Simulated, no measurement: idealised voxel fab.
Process module under the name voxel self aligned vias
The cross-section shown here is cut; it is 280 nm wide and divided into square cells measuring 5 nm on a side.
If you're reading a cross-section in this doc, picture square cells in a grid; it comes to you as bands, top ones listed first down to the bottom, and a band can be one or more rows of cells.
Quick guide to a band line: top height, bottom height (nm) up front; then every material left to right with its width in nm. Only one material and it's marked "all across"? Then it fills the band edge to edge. And "empty" just means empty space.
Note: height 0 marks the level under which the wafer is uniformly one material as received. Lowest band unbounded below, written "z 0 and below".
A width such as "30..40" changes by the same amount from each row of cells to the next, from the band's top row to its bottom row.
Where a step carries "left unchanged", the cross-section came out of it unchanged, cell for cell.
Voids, enclosed: empty space of 8 cells or more with no open way to the top, each as width x height at its distance from the left edge, in nm
What comes after the settings on a step's line is commentary from the simulator itself on that step.
"overlay nm" answers the question of how far to the right of plan the mask lay on a step that has a mask, and when it is negative the answer is to the left.

List of planned process steps
1,RECEIVE,material Si
2,CONFORMAL_DEP,material SiO2,thk nm 10
3,CONFORMAL_DEP,material SiCN,thk nm 5
4,DIRECTIONAL_DEP,material lowk,thk nm 20
5,MASKED_ETCH,tone open,mask id LINES,width nm 20,pitch nm 65,etch materials lowk,depth nm 20,overlay nm 0
6,CONFORMAL_DEP,material TiN,thk nm 5
7,FILL_DEP,material W,thk nm 10
8,CMP,height nm 35
9,SELECTIVE_ETCH,etch materials W Ru TiN,depth nm 5
10,FILL_DEP,material SiN,thk nm 10
11,CMP,height nm 35
12,DIRECTIONAL_DEP,material lowk,thk nm 20
13,PATTERN,tone open,mask id VIAS,material resist,width nm 40,thk nm 15,overlay nm -15
14,DIRECTIONAL_ETCH,etch materials lowk,depth nm 20
15,DIRECTIONAL_ETCH,etch materials SiN,depth nm 5
16,STRIP,etch materials resist
17,CONFORMAL_DEP,material TiN,thk nm 5
18,FILL_DEP,material Ru,thk nm 5
19,CMP,height nm 55
20,CONFORMAL_DEP,material SiN,thk nm 5
The plan's step 13 overlay nm is the first wafer's value; the wafers differ in this setting and start identical.

Received condition of the first of several wafers, sectioned: post-step 1
- z 0 and below | Si all across
- Voids, enclosed: none

Every row in this table is a wafer at the end of the module, and it gives, for each of the materials, the cells that wafer has gained (+) or lost (-) since it was received, then its closed voids
overlay nm -15, +19 Ru, +56 SiCN, +61 SiN, +112 SiO2, +32 TiN, +8 W, +384 lowk, Voids, enclosed: none
overlay nm -10, +20 Ru, +56 SiCN, +60 SiN, +112 SiO2, +32 TiN, +8 W, +384 lowk, Voids, enclosed: none
overlay nm -5, +20 Ru, +56 SiCN, +60 SiN, +112 SiO2, +32 TiN, +8 W, +384 lowk, Voids, enclosed: none
overlay nm 0, +20 Ru, +56 SiCN, +60 SiN, +112 SiO2, +32 TiN, +8 W, +384 lowk, Voids, enclosed: none
overlay nm 5, +20 Ru, +56 SiCN, +60 SiN, +112 SiO2, +32 TiN, +8 W, +384 lowk, Voids, enclosed: none
overlay nm 10, +20 Ru, +56 SiCN, +60 SiN, +112 SiO2, +32 TiN, +8 W, +384 lowk, Voids, enclosed: none
overlay nm 15, +19 Ru, +56 SiCN, +61 SiN, +112 SiO2, +32 TiN, +8 W, +384 lowk, Voids, enclosed: none
